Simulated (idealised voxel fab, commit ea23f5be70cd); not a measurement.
The following process module bears the name voxel spacer lines.
The width of the displayed cross-section, cut, is 245 nm; its cells are square, with a size of 5 nm.
We lay out every cross-section as a grid of square cells and spell it out in bands from the top down, where one band means one or more rows of cells.
The entry gives the band's vertical extent as a top height and a bottom height in nm, then its horizontal make-up as materials from left to right, each with a width in nm. "empty" stands for empty space; a single material marked "full width" fills the band edge to edge.
Zero point of the height axis is 0; under it, received wafer = one material. Lowest band: continues down indefinitely, "from 0 down".
It should be noted that a width expressed as "30->40" varies in equal increments from row to row of cells within the band, taking the value of the first number at the top row and that of the second number at the bottom row.
Where the words "nothing was modified" appear for a step, the cross-section shows no cell changed by that step; every cell remained as before.
Heads up: "Completely enclosed voids" only lists the empty pockets with no open path to the top that are 8 cells or more, and it writes them as width x height at distance, distance from the left edge, in nm.
Anything after a step's settings on that line? It's the simulator's own note about the step.
When a step includes a mask, the "overlay nm" setting on its line states how far to the right of its planned place that mask lay, and negative values state how far to the left.
**List of planned process steps**
1,RECEIVE: material Si
2,CONFORMAL_DEP: material Al2O3, thk nm 10
3,DIRECTIONAL_DEP: material SiN, thk nm 20
4,DIRECTIONAL_DEP: material aC, thk nm 20
5,PATTERN: tone cover, mask id MANDREL, material resist, width nm 25, pitch nm 70, thk nm 30, overlay nm 0
6,DIRECTIONAL_ETCH: etch materials aC, depth nm 20
7,STRIP: etch materials resist
8,CONFORMAL_DEP: material SiO2, thk nm 10
9,DIRECTIONAL_ETCH: etch materials SiO2, depth nm 10
10,STRIP: etch materials aC
11,DIRECTIONAL_ETCH: etch materials SiN, depth nm 20
12,STRIP: etch materials SiO2
**As-received state of the wafer in cross-section, equivalent to post-step 1**
from 0 down: Si full width
Completely enclosed voids: none
**Post-module cross-section of the first of two wafers (run per plan)**
from 30 to 10: 65 nm empty; 10 nm SiN; 25 nm empty; 10 nm SiN; 25 nm empty; 10 nm SiN; 25 nm empty; 10 nm SiN; 65 nm empty
from 10 to 0: Al2O3 full width
from 0 down: Si full width
Completely enclosed voids: none
**Wafer two cross-section, module end. Start and plan unchanged from wafer one; one mistake made during the run**
from 30 to 10: 75 nm empty; 10 nm SiN; 5 nm empty; 10 nm SiN; 45 nm empty; 10 nm SiN; 5 nm empty; 10 nm SiN; 75 nm empty
from 10 to 0: Al2O3 full width
from 0 down: Si full width
Completely enclosed voids: none
Against the plan, the run slipped here: step 5 off recipe, ran as PATTERN: tone open, mask id MANDREL, material resist, width nm 25, pitch nm 70, thk nm 30, overlay nm 0
The two final wafers agree on how many cells each material fills and disagree on which cells those are.
